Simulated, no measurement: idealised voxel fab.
Proc. module: voxel transistor to metal
It is cross-section cut that appears here, measuring 285 nm in width, its square cells being 5 nm in size.
How to read a cross-section here: the picture is a grid of square cells, written as bands going from the top down, and any band can span one or more rows of cells.
Within each band entry, the heights of the top and of the bottom of the band appear first, in that order and in nm; the materials of the band then follow from left to right, each with its corresponding width in nm. The designation "everywhere" on a single material indicates that it fills the band from edge to edge; the designation "air" indicates empty space.
The level at which height equals 0 is the one under which the wafer, as it arrives, is entirely one material. No lower edge exists for the bottom band, which continues downward and is notated as in "0 down".
You'd read "30->40" like this: the band's top row of cells is as wide as the first number, its bottom row is as wide as the second, and going down, every row changes width by the same amount as the row before did.
You'll sometimes find "nothing was modified" written for a step, and that's the way of saying that nowhere in the cross-section did a cell change during that step.
Reported under the label "Closed void inventory" are the empty spaces having no open way to the top and comprising 8 cells or more; the notation for each is width x height at distance, in which the distance is measured from the left edge and all three values are in nm.
Heads up: the bit after the settings on a step's line is the simulator's remark on that step.
What "overlay nm" on a step's line means: if the step has a mask, that mask lay this far to the right of its planned place, or, when the value is negative, to the left.

PLANNED STEP LIST FOR THE PROCESS
- 1: op RECEIVE | material Si
- 2: op OXIDIZE | depth nm 5
- 3: op CONFORMAL_DEP | material SiN | thk nm 15
- 4: op MASKED_ETCH | tone cover | mask id ACTIVE | width nm 115 | pitch nm 140 | etch materials SiN | depth nm 15 | overlay nm 0
- 5: op MASKED_ETCH | tone cover | mask id ACTIVE | width nm 115 | pitch nm 140 | etch materials SiO2 | depth nm 5 | overlay nm 0
- 6: op MASKED_ETCH | tone cover | mask id ACTIVE | width nm 115 | pitch nm 140 | etch materials Si | depth nm 30 | overlay nm 0
- 7: op OXIDIZE | depth nm 5
- 8: op FILL_DEP | material SiO2 | thk nm 5
- 9: op CMP | height nm 15
- 10: op SELECTIVE_ETCH | etch materials SiO2 | depth nm 5
- 11: op STRIP | etch materials SiN
- 12: op SELECTIVE_ETCH | etch materials SiO2 | depth nm 5
- 13: op OXIDIZE | depth nm 5
- 14: op DIRECTIONAL_DEP | material polySi | thk nm 20
- 15: op DIRECTIONAL_DEP | material SiCN | thk nm 10
- 16: op DIRECTIONAL_DEP | material aC | thk nm 15
- 17: op PATTERN | tone cover | mask id GATE | material resist | width nm 25 | pitch nm 140 | thk nm 30 | overlay nm 0
- 18: op DIRECTIONAL_ETCH | etch materials aC | depth nm 15
- 19: op STRIP | etch materials resist
- 20: op DIRECTIONAL_ETCH | etch materials SiCN | depth nm 20
- 21: op DIRECTIONAL_ETCH | etch materials polySi | depth nm 30
- 22: op STRIP | etch materials aC
- 23: op CONFORMAL_DEP | material SiN | thk nm 10
- 24: op DIRECTIONAL_ETCH | etch materials SiN | depth nm 10
- 25: op DIRECTIONAL_ETCH | etch materials SiO2 | depth nm 5
- 26: op DIRECTIONAL_ETCH | etch materials Si | depth nm 15
- 27: op EPI | material SiGe | thk nm 15
- 28: op FILL_DEP | material SiO2 | thk nm 5
- 29: op CMP | height nm 15
- 30: op STRIP | etch materials polySi
- 31: op SELECTIVE_ETCH | etch materials SiO2 | depth nm 5
- 32: op CONFORMAL_DEP | material HfO2 | thk nm 5
- 33: op CONFORMAL_DEP | material TiN | thk nm 5
- 34: op FILL_DEP | material W | thk nm 5
- 35: op CMP | height nm 10
- 36: op DIRECTIONAL_DEP | material SiO2 | thk nm 15
- 37: op MASKED_ETCH | tone open | mask id CONTACT | width nm 20 | etch materials SiO2 | depth nm 35 | overlay nm 0
- 38: op CONFORMAL_DEP | material TiN | thk nm 5
- 39: op FILL_DEP | material Ru | thk nm 5
- 40: op CMP | height nm 25
- 41: op CONFORMAL_DEP | material SiCN | thk nm 5
- 42: op DIRECTIONAL_DEP | material SiO2 | thk nm 25
- 43: op DIRECTIONAL_DEP | material aC | thk nm 10
- 44: op PATTERN | tone open | mask id METAL_1 | material resist | width nm 20 | thk nm 30 | overlay nm 0
- 45: op DIRECTIONAL_ETCH | etch materials aC | depth nm 10
- 46: op STRIP | etch materials resist
- 47: op DIRECTIONAL_ETCH | etch materials SiO2 | depth nm 25
- 48: op DIRECTIONAL_ETCH | etch materials SiCN | depth nm 5
- 49: op STRIP | etch materials aC
- 50: op CONFORMAL_DEP | material TiN | thk nm 5
- 51: op FILL_DEP | material W | thk nm 5
- 52: op CMP | height nm 55
- 53: op CONFORMAL_DEP | material SiCN | thk nm 5
- 54: op DIRECTIONAL_DEP | material SiO2 | thk nm 25
- 55: op MASKED_ETCH | tone open | mask id METAL_2_HOLES | width nm 15 | pitch nm 140 | etch materials SiO2 | depth nm 25 | overlay nm 0
- 56: op DIRECTIONAL_DEP | material aC | thk nm 10
- 57: op PATTERN | tone open | mask id METAL_2 | material resist | width nm 20 | pitch nm 140 | thk nm 25 | overlay nm 0
- 58: op DIRECTIONAL_ETCH | etch materials aC | depth nm 10
- 59: op STRIP | etch materials resist
- 60: op DIRECTIONAL_ETCH | etch materials SiO2 | depth nm 15
- 61: op DIRECTIONAL_ETCH | etch materials SiCN | depth nm 5
- 62: op STRIP | etch materials aC
- 63: op CONFORMAL_DEP | material TiN | thk nm 5
- 64: op FILL_DEP | material Cu | thk nm 5
- 65: op CMP | height nm 85
- 66: op CONFORMAL_DEP | material SiCN | thk nm 5

STEP 1 COMPLETE: CROSS-SECTION OF THE WAFER AS RECEIVED
* 0 down | Si everywhere
* Closed void inventory: none

MODULE COMPLETE - CROSS-SECTION OF THE FIRST OF TWO WAFERS, RUN ACCORDING TO PLAN
* 90 to 85 | SiCN everywhere
* 85 to 75 | 20 nm SiO2, 5 nm TiN, 10 nm Cu, 5 nm TiN, 120 nm SiO2, 5 nm TiN, 10 nm Cu, 5 nm TiN, 105 nm SiO2
* 75 to 70 | 20 nm SiO2, 5 nm TiN, 5 nm Cu, 10 nm TiN, 120 nm SiO2, 5 nm TiN, 5 nm Cu, 10 nm TiN, 105 nm SiO2
* 70 to 60 | 20 nm SiO2, 5 nm TiN, 5 nm Cu, 5 nm TiN, 125 nm SiO2, 5 nm TiN, 5 nm Cu, 5 nm TiN, 110 nm SiO2
* 60 to 55 | 20 nm SiCN, 15 nm TiN, 125 nm SiCN, 15 nm TiN, 110 nm SiCN
* 55 to 30 | 20 nm SiO2, 5 nm TiN, 10 nm W, 5 nm TiN, 65 nm SiO2, 5 nm TiN, 10 nm W, 5 nm TiN, 35 nm SiO2, 5 nm TiN, 10 nm W, 5 nm TiN, 65 nm SiO2, 5 nm TiN, 10 nm W, 5 nm TiN, 20 nm SiO2
* 30 to 25 | 20 nm SiCN, 20 nm TiN, 65 nm SiCN, 20 nm TiN, 35 nm SiCN, 20 nm TiN, 65 nm SiCN, 20 nm TiN, 20 nm SiCN
* 25 to 10 | 20 nm SiO2, 5 nm TiN, 10 nm Ru, 5 nm TiN, 65 nm SiO2, 5 nm TiN, 10 nm Ru, 5 nm TiN, 35 nm SiO2, 5 nm TiN, 10 nm Ru, 5 nm TiN, 65 nm SiO2, 5 nm TiN, 10 nm Ru, 5 nm TiN, 20 nm SiO2
* 10 to 5 | 20 nm SiO2, 5 nm TiN, 5 nm Ru, 10 nm TiN, 10 nm SiO2, 10 nm SiN, 5 nm HfO2, 5 nm TiN, 5 nm W, 5 nm TiN, 5 nm HfO2, 10 nm SiN, 10 nm SiO2, 10 nm TiN, 5 nm Ru, 5 nm TiN, 35 nm SiO2, 5 nm TiN, 5 nm Ru, 10 nm TiN, 10 nm SiO2, 10 nm SiN, 5 nm HfO2, 5 nm TiN, 5 nm W, 5 nm TiN, 5 nm HfO2, 10 nm SiN, 10 nm SiO2, 10 nm TiN, 5 nm Ru, 5 nm TiN, 20 nm SiO2
* 5 to 0 | 10 nm SiO2, 10 nm SiN, 5 nm TiN, 5 nm Ru, 5 nm TiN, 15 nm SiGe, 10 nm SiN, 5 nm HfO2, 5 nm TiN, 5 nm W, 5 nm TiN, 5 nm HfO2, 10 nm SiN, 15 nm SiGe, 5 nm TiN, 5 nm Ru, 5 nm TiN, 10 nm SiN, 15 nm SiO2, 10 nm SiN, 5 nm TiN, 5 nm Ru, 5 nm TiN, 15 nm SiGe, 10 nm SiN, 5 nm HfO2, 5 nm TiN, 5 nm W, 5 nm TiN, 5 nm HfO2, 10 nm SiN, 15 nm SiGe, 5 nm TiN, 5 nm Ru, 5 nm TiN, 10 nm SiN, 10 nm SiO2
* 0 to -5 | 10 nm SiO2, 10 nm SiN, 5 nm TiN, 5 nm Ru, 5 nm TiN, 15 nm SiGe, 10 nm SiN, 5 nm HfO2, 15 nm TiN, 5 nm HfO2, 10 nm SiN, 15 nm SiGe, 5 nm TiN, 5 nm Ru, 5 nm TiN, 10 nm SiN, 15 nm SiO2, 10 nm SiN, 5 nm TiN, 5 nm Ru, 5 nm TiN, 15 nm SiGe, 10 nm SiN, 5 nm HfO2, 15 nm TiN, 5 nm HfO2, 10 nm SiN, 15 nm SiGe, 5 nm TiN, 5 nm Ru, 5 nm TiN, 10 nm SiN, 10 nm SiO2
* -5 to -10 | 20 nm SiO2, 15 nm TiN, 15 nm SiGe, 5 nm SiO2, 35 nm HfO2, 5 nm SiO2, 15 nm SiGe, 15 nm TiN, 35 nm SiO2, 15 nm TiN, 15 nm SiGe, 5 nm SiO2, 35 nm HfO2, 5 nm SiO2, 15 nm SiGe, 15 nm TiN, 20 nm SiO2
* -10 to -25 | 20 nm SiO2, 30 nm SiGe, 45 nm Si, 30 nm SiGe, 35 nm SiO2, 30 nm SiGe, 45 nm Si, 30 nm SiGe, 20 nm SiO2
* -25 to -40 | 20 nm SiO2, 105 nm Si, 35 nm SiO2, 105 nm Si, 20 nm SiO2
* -40 down | Si everywhere
* Closed void inventory: none

MODULE END: CROSS-SECTION OF WAFER TWO OF TWO. SAME START AND PROCESS PLAN AS THE FIRST WAFER. ONE MISTAKE DURING EXECUTION
* 90 to 85 | SiCN everywhere
* 85 to 75 | 20 nm SiO2, 5 nm TiN, 10 nm Cu, 5 nm TiN, 120 nm SiO2, 5 nm TiN, 10 nm Cu, 5 nm TiN, 105 nm SiO2
* 75 to 70 | 20 nm SiO2, 5 nm TiN, 5 nm Cu, 10 nm TiN, 120 nm SiO2, 5 nm TiN, 5 nm Cu, 10 nm TiN, 105 nm SiO2
* 70 to 60 | 20 nm SiO2, 5 nm TiN, 5 nm Cu, 5 nm TiN, 125 nm SiO2, 5 nm TiN, 5 nm Cu, 5 nm TiN, 110 nm SiO2
* 60 to 55 | 20 nm SiCN, 15 nm TiN, 125 nm SiCN, 15 nm TiN, 110 nm SiCN
* 55 to 30 | 20 nm SiO2, 5 nm TiN, 10 nm SiN, 5 nm TiN, 65 nm SiO2, 5 nm TiN, 10 nm SiN, 5 nm TiN, 35 nm SiO2, 5 nm TiN, 10 nm SiN, 5 nm TiN, 65 nm SiO2, 5 nm TiN, 10 nm SiN, 5 nm TiN, 20 nm SiO2
* 30 to 25 | 20 nm SiCN, 20 nm TiN, 65 nm SiCN, 20 nm TiN, 35 nm SiCN, 20 nm TiN, 65 nm SiCN, 20 nm TiN, 20 nm SiCN
* 25 to 10 | 20 nm SiO2, 5 nm TiN, 10 nm Ru, 5 nm TiN, 65 nm SiO2, 5 nm TiN, 10 nm Ru, 5 nm TiN, 35 nm SiO2, 5 nm TiN, 10 nm Ru, 5 nm TiN, 65 nm SiO2, 5 nm TiN, 10 nm Ru, 5 nm TiN, 20 nm SiO2
* 10 to 5 | 20 nm SiO2, 5 nm TiN, 5 nm Ru, 10 nm TiN, 10 nm SiO2, 10 nm SiN, 5 nm HfO2, 5 nm TiN, 5 nm W, 5 nm TiN, 5 nm HfO2, 10 nm SiN, 10 nm SiO2, 10 nm TiN, 5 nm Ru, 5 nm TiN, 35 nm SiO2, 5 nm TiN, 5 nm Ru, 10 nm TiN, 10 nm SiO2, 10 nm SiN, 5 nm HfO2, 5 nm TiN, 5 nm W, 5 nm TiN, 5 nm HfO2, 10 nm SiN, 10 nm SiO2, 10 nm TiN, 5 nm Ru, 5 nm TiN, 20 nm SiO2
* 5 to 0 | 10 nm SiO2, 10 nm SiN, 5 nm TiN, 5 nm Ru, 5 nm TiN, 15 nm SiGe, 10 nm SiN, 5 nm HfO2, 5 nm TiN, 5 nm W, 5 nm TiN, 5 nm HfO2, 10 nm SiN, 15 nm SiGe, 5 nm TiN, 5 nm Ru, 5 nm TiN, 10 nm SiN, 15 nm SiO2, 10 nm SiN, 5 nm TiN, 5 nm Ru, 5 nm TiN, 15 nm SiGe, 10 nm SiN, 5 nm HfO2, 5 nm TiN, 5 nm W, 5 nm TiN, 5 nm HfO2, 10 nm SiN, 15 nm SiGe, 5 nm TiN, 5 nm Ru, 5 nm TiN, 10 nm SiN, 10 nm SiO2
* 0 to -5 | 10 nm SiO2, 10 nm SiN, 5 nm TiN, 5 nm Ru, 5 nm TiN, 15 nm SiGe, 10 nm SiN, 5 nm HfO2, 15 nm TiN, 5 nm HfO2, 10 nm SiN, 15 nm SiGe, 5 nm TiN, 5 nm Ru, 5 nm TiN, 10 nm SiN, 15 nm SiO2, 10 nm SiN, 5 nm TiN, 5 nm Ru, 5 nm TiN, 15 nm SiGe, 10 nm SiN, 5 nm HfO2, 15 nm TiN, 5 nm HfO2, 10 nm SiN, 15 nm SiGe, 5 nm TiN, 5 nm Ru, 5 nm TiN, 10 nm SiN, 10 nm SiO2
* -5 to -10 | 20 nm SiO2, 15 nm TiN, 15 nm SiGe, 5 nm SiO2, 35 nm HfO2, 5 nm SiO2, 15 nm SiGe, 15 nm TiN, 35 nm SiO2, 15 nm TiN, 15 nm SiGe, 5 nm SiO2, 35 nm HfO2, 5 nm SiO2, 15 nm SiGe, 15 nm TiN, 20 nm SiO2
* -10 to -25 | 20 nm SiO2, 30 nm SiGe, 45 nm Si, 30 nm SiGe, 35 nm SiO2, 30 nm SiGe, 45 nm Si, 30 nm SiGe, 20 nm SiO2
* -25 to -40 | 20 nm SiO2, 105 nm Si, 35 nm SiO2, 105 nm Si, 20 nm SiO2
* -40 down | Si everywhere
* Closed void inventory: none
Deviation from plan: planned and actual differ for step 51; actual: op FILL_DEP | material SiN | thk nm 5
End check, counted in cells, second wafer has more or fewer of these materials than the first: +40 SiN, -40 W
